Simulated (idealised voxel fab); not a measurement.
Process module in this document: voxel wiring stack
Cross-section cut spans 250 nm and uses square cells 5 nm in size.
In what follows, cross-sections appear as grids of square cells, described through bands that run from the top down, where every band is one or more rows of cells. Heights first: top, then bottom, in nm. Then materials, left to right, each with a width in nm. "edge to edge" on a single material: fills the band edge to edge. "blank": empty space. Height reference: 0 = level under which incoming wafer is all one material. Lowest band: no bottom, runs on downward, e.g. "z 0 and below". Width "30 to 40": first value at the band's top row of cells, second value at its bottom row, equal change from row to row. It should be understood that the words "nothing changed", when stated for a given step, signify that the cross-section underwent no change in any of its cells during that step. "Enclosed internal cavities": sealed empty spaces, 8 cells or more, no open way to top, listed width x height at distance, with distance from the left edge and width, height and distance in nm. On each step's line, the part that comes after the settings is the simulator's own comment on the step. Among the settings permitted on a step's line is "overlay nm"; applied to a step with a mask, it specifies the extent to which the mask lay to the right of its planned position, whereas a negative figure signifies a position to the left.

### Intended process steps
1: RECEIVE, material Si
2: CONFORMAL_DEP, material SiO2, thk nm 15
3: CONFORMAL_DEP, material SiN, thk nm 5
4: DIRECTIONAL_DEP, material lowk, thk nm 25
5: MASKED_ETCH, tone open, mask id METAL_1, width nm 30, pitch nm 50, etch materials lowk, depth nm 25, overlay nm 0
6: MASKED_ETCH, tone open, mask id METAL_1, width nm 30, pitch nm 50, etch materials SiN, depth nm 5, overlay nm 0
7: CONFORMAL_DEP, material TiN, thk nm 5
8: FILL_DEP, material Cu, thk nm 10
9: CMP, height nm 45
10: CONFORMAL_DEP, material SiCN, thk nm 5
11: DIRECTIONAL_DEP, material lowk, thk nm 15
12: DIRECTIONAL_DEP, material aC, thk nm 15
13: PATTERN, tone open, mask id PLUG_1, material resist, width nm 15, pitch nm 50, thk nm 30, overlay nm 0
14: DIRECTIONAL_ETCH, etch materials aC, depth nm 15
15: STRIP, etch materials resist
16: DIRECTIONAL_ETCH, etch materials lowk, depth nm 15
17: DIRECTIONAL_ETCH, etch materials SiCN, depth nm 5
18: STRIP, etch materials aC
19: CONFORMAL_DEP, material TiN, thk nm 5
20: FILL_DEP, material W, thk nm 10
21: CMP, height nm 65
22: CONFORMAL_DEP, material SiCN, thk nm 5
23: DIRECTIONAL_DEP, material SiO2, thk nm 20
24: DIRECTIONAL_DEP, material aC, thk nm 15
25: PATTERN, tone open, mask id METAL_2, material resist, width nm 30, pitch nm 50, thk nm 35, overlay nm 0
26: DIRECTIONAL_ETCH, etch materials aC, depth nm 15
27: STRIP, etch materials resist
28: DIRECTIONAL_ETCH, etch materials SiO2, depth nm 20
29: DIRECTIONAL_ETCH, etch materials SiCN, depth nm 5
30: STRIP, etch materials aC
31: CONFORMAL_DEP, material TiN, thk nm 5
32: FILL_DEP, material Cu, thk nm 5
33: CMP, height nm 90
34: CONFORMAL_DEP, material SiCN, thk nm 5
35: DIRECTIONAL_DEP, material lowk, thk nm 10
36: DIRECTIONAL_DEP, material aC, thk nm 10
37: PATTERN, tone open, mask id PLUG_2, material resist, width nm 15, pitch nm 50, thk nm 25, overlay nm 0
38: DIRECTIONAL_ETCH, etch materials aC, depth nm 10
39: STRIP, etch materials resist
40: DIRECTIONAL_ETCH, etch materials lowk, depth nm 10
41: DIRECTIONAL_ETCH, etch materials SiCN, depth nm 5
42: STRIP, etch materials aC
43: EPI, material Ru, thk nm 10
44: EPI, material Ru, thk nm 5
45: CONFORMAL_DEP, material SiN, thk nm 5
46: DIRECTIONAL_DEP, material SiO2, thk nm 15
47: DIRECTIONAL_DEP, material aC, thk nm 15
48: PATTERN, tone open, mask id METAL_3, material resist, width nm 30, pitch nm 50, thk nm 35, overlay nm 0
49: DIRECTIONAL_ETCH, etch materials aC, depth nm 15
50: STRIP, etch materials resist
51: DIRECTIONAL_ETCH, etch materials SiO2, depth nm 15
52: DIRECTIONAL_ETCH, etch materials SiN, depth nm 5
53: STRIP, etch materials aC
54: CONFORMAL_DEP, material TiN, thk nm 5
55: FILL_DEP, material Cu, thk nm 5
56: CMP, height nm 125
57: EPI, material Ru, thk nm 5
58: FILL_DEP, material SiCN, thk nm 5

### Cross-sectional view of the wafer in its as-received condition, corresponding to the state after step 1
- z 0 and below  Si edge to edge
- Enclosed internal cavities: none

### Cross-section, first of two wafers, end of module, run as planned
- z 135 to 130  SiCN edge to edge
- z 130 to 125  SiCN 30 nm  Ru 40 nm  SiCN 10 nm  Ru 40 nm  SiCN 10 nm  Ru 40 nm  SiCN 10 nm  Ru 40 nm  SiCN 30 nm
- z 125 to 110  SiO2 35 nm  TiN 5 nm  Cu 20 nm  TiN 5 nm  SiO2 20 nm  TiN 5 nm  Cu 20 nm  TiN 5 nm  SiO2 20 nm  TiN 5 nm  Cu 20 nm  TiN 5 nm  SiO2 20 nm  TiN 5 nm  Cu 20 nm  TiN 5 nm  SiO2 35 nm
- z 110 to 105  SiN 35 nm  TiN 30 nm  SiN 20 nm  TiN 30 nm  SiN 20 nm  TiN 30 nm  SiN 20 nm  TiN 30 nm  SiN 35 nm
- z 105 to 95  lowk 35 nm  Ru 15 nm  lowk 35 nm  Ru 15 nm  lowk 35 nm  Ru 15 nm  lowk 35 nm  Ru 15 nm  lowk 50 nm
- z 95 to 90  SiCN 35 nm  Ru 15 nm  SiCN 35 nm  Ru 15 nm  SiCN 35 nm  Ru 15 nm  SiCN 35 nm  Ru 15 nm  SiCN 50 nm
- z 90 to 70  SiO2 35 nm  TiN 5 nm  Cu 20 nm  TiN 5 nm  SiO2 20 nm  TiN 5 nm  Cu 20 nm  TiN 5 nm  SiO2 20 nm  TiN 5 nm  Cu 20 nm  TiN 5 nm  SiO2 20 nm  TiN 5 nm  Cu 20 nm  TiN 5 nm  SiO2 35 nm
- z 70 to 65  SiCN 35 nm  TiN 30 nm  SiCN 20 nm  TiN 30 nm  SiCN 20 nm  TiN 30 nm  SiCN 20 nm  TiN 30 nm  SiCN 35 nm
- z 65 to 50  lowk 35 nm  TiN 5 nm  W 5 nm  TiN 5 nm  lowk 35 nm  TiN 5 nm  W 5 nm  TiN 5 nm  lowk 35 nm  TiN 5 nm  W 5 nm  TiN 5 nm  lowk 35 nm  TiN 5 nm  W 5 nm  TiN 5 nm  lowk 50 nm
- z 50 to 45  SiCN 35 nm  TiN 15 nm  SiCN 35 nm  TiN 15 nm  SiCN 35 nm  TiN 15 nm  SiCN 35 nm  TiN 15 nm  SiCN 50 nm
- z 45 to 20  lowk 35 nm  TiN 5 nm  Cu 20 nm  TiN 5 nm  lowk 20 nm  TiN 5 nm  Cu 20 nm  TiN 5 nm  lowk 20 nm  TiN 5 nm  Cu 20 nm  TiN 5 nm  lowk 20 nm  TiN 5 nm  Cu 20 nm  TiN 5 nm  lowk 35 nm
- z 20 to 15  SiN 35 nm  TiN 30 nm  SiN 20 nm  TiN 30 nm  SiN 20 nm  TiN 30 nm  SiN 20 nm  TiN 30 nm  SiN 35 nm
- z 15 to 0  SiO2 edge to edge
- z 0 and below  Si edge to edge
- Enclosed internal cavities: none

### Wafer two (of two), end-of-module cross-section: start = wafer one, plan = wafer one, one run mistake
- z 135 to 130  SiCN edge to edge
- z 130 to 125  SiCN 35 nm  Ru 35 nm  SiCN 15 nm  Ru 35 nm  SiCN 15 nm  Ru 35 nm  SiCN 15 nm  Ru 35 nm  SiCN 30 nm
- z 125 to 110  SiO2 40 nm  TiN 5 nm  Cu 15 nm  TiN 5 nm  SiO2 25 nm  TiN 5 nm  Cu 15 nm  TiN 5 nm  SiO2 25 nm  TiN 5 nm  Cu 15 nm  TiN 5 nm  SiO2 25 nm  TiN 5 nm  Cu 15 nm  TiN 5 nm  SiO2 35 nm
- z 110 to 105  SiN 40 nm  TiN 25 nm  SiN 25 nm  TiN 25 nm  SiN 25 nm  TiN 25 nm  SiN 25 nm  TiN 25 nm  SiN 35 nm
- z 105 to 95  lowk 35 nm  Ru 15 nm  lowk 35 nm  Ru 15 nm  lowk 35 nm  Ru 15 nm  lowk 35 nm  Ru 15 nm  lowk 50 nm
- z 95 to 90  SiCN 35 nm  Ru 15 nm  SiCN 35 nm  Ru 15 nm  SiCN 35 nm  Ru 15 nm  SiCN 35 nm  Ru 15 nm  SiCN 50 nm
- z 90 to 70  SiO2 35 nm  TiN 5 nm  Cu 20 nm  TiN 5 nm  SiO2 20 nm  TiN 5 nm  Cu 20 nm  TiN 5 nm  SiO2 20 nm  TiN 5 nm  Cu 20 nm  TiN 5 nm  SiO2 20 nm  TiN 5 nm  Cu 20 nm  TiN 5 nm  SiO2 35 nm
- z 70 to 65  SiCN 35 nm  TiN 30 nm  SiCN 20 nm  TiN 30 nm  SiCN 20 nm  TiN 30 nm  SiCN 20 nm  TiN 30 nm  SiCN 35 nm
- z 65 to 50  lowk 35 nm  TiN 5 nm  W 5 nm  TiN 5 nm  lowk 35 nm  TiN 5 nm  W 5 nm  TiN 5 nm  lowk 35 nm  TiN 5 nm  W 5 nm  TiN 5 nm  lowk 35 nm  TiN 5 nm  W 5 nm  TiN 5 nm  lowk 50 nm
- z 50 to 45  SiCN 35 nm  TiN 15 nm  SiCN 35 nm  TiN 15 nm  SiCN 35 nm  TiN 15 nm  SiCN 35 nm  TiN 15 nm  SiCN 50 nm
- z 45 to 20  lowk 35 nm  TiN 5 nm  Cu 20 nm  TiN 5 nm  lowk 20 nm  TiN 5 nm  Cu 20 nm  TiN 5 nm  lowk 20 nm  TiN 5 nm  Cu 20 nm  TiN 5 nm  lowk 20 nm  TiN 5 nm  Cu 20 nm  TiN 5 nm  lowk 35 nm
- z 20 to 15  SiN 35 nm  TiN 30 nm  SiN 20 nm  TiN 30 nm  SiN 20 nm  TiN 30 nm  SiN 20 nm  TiN 30 nm  SiN 35 nm
- z 15 to 0  SiO2 edge to edge
- z 0 and below  Si edge to edge
- Enclosed internal cavities: none
The mistake made against the process plan was this: not per plan at step 48, really ran PATTERN, tone open, mask id METAL_3, material resist, width nm 25, pitch nm 50, thk nm 35, overlay nm 0
The second wafer ends with more or fewer cells of some materials than the first, per final count: 12 fewer of Cu, 4 fewer of Ru, 4 more of SiCN, 4 more of SiN, 12 more of SiO2, 4 fewer of TiN
